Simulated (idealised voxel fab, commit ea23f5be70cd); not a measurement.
The following process module bears the name voxel double patterning.
Cross-section cut: width 295 nm, square cells of 5 nm.
When this document writes out a cross-section, it uses a grid of square cells and lists it as bands, beginning at the top and moving down, with a band standing for one or more rows of cells. It is stipulated that each band's entry specify, in nanometres, the height of the top of the band and then that of its bottom, followed by the materials of the band in left-to-right sequence, each together with its width in nanometres. A single material marked by the word "throughout" is understood to fill the band from edge to edge; the word "air" is understood to denote empty space. Convention: height 0 is the level below which the wafer, as received, is all one material. The lowest band does not terminate at the bottom but continues downward, represented as "0 nm and below". You'd read "30->40" like this: the band's top row of cells is as wide as the first number, its bottom row is as wide as the second, and going down, every row changes width by the same amount as the row before did. Basically "remains unaltered" means that step didn't change any cell in the cross-section. What "Closed-off voids" gives you is every empty space of 8 cells or more that is cut off from the top. Each appears as width x height at distance, with the distance taken from the left edge and width, height and distance all in nm. Whatever follows a step's settings on its line is a remark the simulator itself makes about that step. You can add "overlay nm" to a step's line. For a step with a mask, it describes how far the mask lay to the right of its planned position, and a negative number describes a lay to the left.
# List of planned process steps
step 1: op RECEIVE | material Si
step 2: op CONFORMAL_DEP | material SiO2 | thk nm 10
step 3: op DIRECTIONAL_DEP | material polySi | thk nm 15
step 4: op DIRECTIONAL_DEP | material SiCN | thk nm 10
step 5: op MASKED_ETCH | tone open | mask id FIRST | width nm 15 | pitch nm 50 | etch materials SiCN | depth nm 10 | overlay nm 0
step 6: op DIRECTIONAL_DEP | material aC | thk nm 15
step 7: op PATTERN | tone open | mask id SECOND | material resist | width nm 15 | pitch nm 50 | thk nm 35 | overlay nm 0
step 8: op DIRECTIONAL_ETCH | etch materials aC | depth nm 15
step 9: op STRIP | etch materials resist
step 10: op DIRECTIONAL_ETCH | etch materials SiCN | depth nm 10
step 11: op STRIP | etch materials aC
step 12: op DIRECTIONAL_ETCH | etch materials polySi | depth nm 15
step 13: op STRIP | etch materials SiCN
# Incoming wafer, cross-sectional view, post step 1
> 0 nm and below | Si throughout
> Closed-off voids: none
# Cross-section taken at module completion on the first of two wafers; processed per the plan
> 25 nm to 10 nm | 90 nm polySi; 15 nm air; 10 nm polySi; 15 nm air; 10 nm polySi; 15 nm air; 10 nm polySi; 15 nm air; 10 nm polySi; 15 nm air; 90 nm polySi
> 10 nm to 0 nm | SiO2 throughout
> 0 nm and below | Si throughout
> Closed-off voids: none
# Wafer two, end of module, cross-section. Same start, same plan as wafer one. One mistake in the run
> 25 nm to 10 nm | 90 nm air; 15 nm polySi; 35 nm air; 15 nm polySi; 35 nm air; 15 nm polySi; 90 nm air
> 10 nm to 0 nm | SiO2 throughout
> 0 nm and below | Si throughout
> Closed-off voids: none
The mistake made against the process plan was this: note that step 5 departed from the planned setting and was carried out as op MASKED_ETCH | tone cover | mask id FIRST | width nm 15 | pitch nm 50 | etch materials SiCN | depth nm 10 | overlay nm 0
Counted in cells at the end, the second wafer holds more or fewer of these materials than the first: -105 polySi
